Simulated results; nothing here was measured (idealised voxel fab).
A process module follows: voxel fin reveal.
Shown is cross-section cut, with a width of 170 nm and square cells of size 5 nm.
Heads up, the way a cross-section reads in here is a grid of square cells, handed over as bands from the top down, with every band being one or more rows of cells. For a band, the entry starts with two heights in nm, that of the top and then that of the bottom, and carries on with the band's materials in order from left to right, each alongside its width in nm; the word "all across" beside a single material means it fills the band edge to edge, and "blank" means empty space. Heads up on the height convention: 0 is the point under which the incoming wafer is all one material, and the lowest band has no bottom, it just keeps going down, like "0 -> down". It should be noted that a width expressed as "30 to 40" varies in equal increments from row to row of cells within the band, taking the value of the first number at the top row and that of the second number at the bottom row. Given "no alteration" for a step, no cell of the cross-section differs between before and after that step. You'll see "Closed voids list" listing empty spaces that have no way open to the top, as long as they're 8 cells or more; the notation is width x height at distance, where the distance is from the left edge, and all of it is in nm. Read whatever lies past the settings on a step's line as the simulator's own remark about the step. overlay nm: on a step with a mask, how far right of its planned place the mask lay; negative means left.

Steps in the process plan
1. RECEIVE,material Si
2. CONFORMAL_DEP,material SiN,thk nm 5
3. MASKED_ETCH,tone cover,mask id FINS,width nm 15,pitch nm 35,etch materials SiN,depth nm 5,overlay nm 0
4. MASKED_ETCH,tone cover,mask id FINS,width nm 15,pitch nm 35,etch materials Si,depth nm 35,overlay nm 0
5. FILL_DEP,material SiO2,thk nm 10
6. CMP,height nm 5
7. SELECTIVE_ETCH,etch materials SiO2,depth nm 30
8. STRIP,etch materials SiN
9. CONFORMAL_DEP,material SiO2,thk nm 5

Cross-section of the wafer at receipt, which is the condition after step 1
  0 -> down: Si all across
  Closed voids list: none

Looking at the first of two wafers in cross-section at end of module - ran to plan
  5 -> 0: 35 nm blank | 25 nm SiO2 | 10 nm blank | 25 nm SiO2 | 10 nm blank | 25 nm SiO2 | 40 nm blank
  0 -> -20: 35 nm blank | 5 nm SiO2 | 15 nm Si | 5 nm SiO2 | 10 nm blank | 5 nm SiO2 | 15 nm Si | 5 nm SiO2 | 10 nm blank | 5 nm SiO2 | 15 nm Si | 5 nm SiO2 | 40 nm blank
  -20 -> -35: 40 nm SiO2 | 15 nm Si | 20 nm SiO2 | 15 nm Si | 20 nm SiO2 | 15 nm Si | 45 nm SiO2
  -35 -> down: Si all across
  Closed voids list: none

Second of two wafers, module complete, sectioned: it shares the first wafer's start and plan but was run with one mistake
  0 -> -5: 35 nm blank | 25 nm SiO2 | 10 nm blank | 25 nm SiO2 | 10 nm blank | 25 nm SiO2 | 40 nm blank
  -5 -> -30: 35 nm blank | 5 nm SiO2 | 15 nm Si | 5 nm SiO2 | 10 nm blank | 5 nm SiO2 | 15 nm Si | 5 nm SiO2 | 10 nm blank | 5 nm SiO2 | 15 nm Si | 5 nm SiO2 | 40 nm blank
  -30 -> -35: 40 nm SiO2 | 15 nm Si | 20 nm SiO2 | 15 nm Si | 20 nm SiO2 | 15 nm Si | 45 nm SiO2
  -35 -> down: Si all across
  Closed voids list: none
Nonconformance to the process plan: so step 6 ended up running with a different setting than we planned, it ran as CMP,height nm -5
Final comparison by cell count, materials where the second wafer has more or fewer than the first: 9 fewer of Si; 44 fewer of SiO2
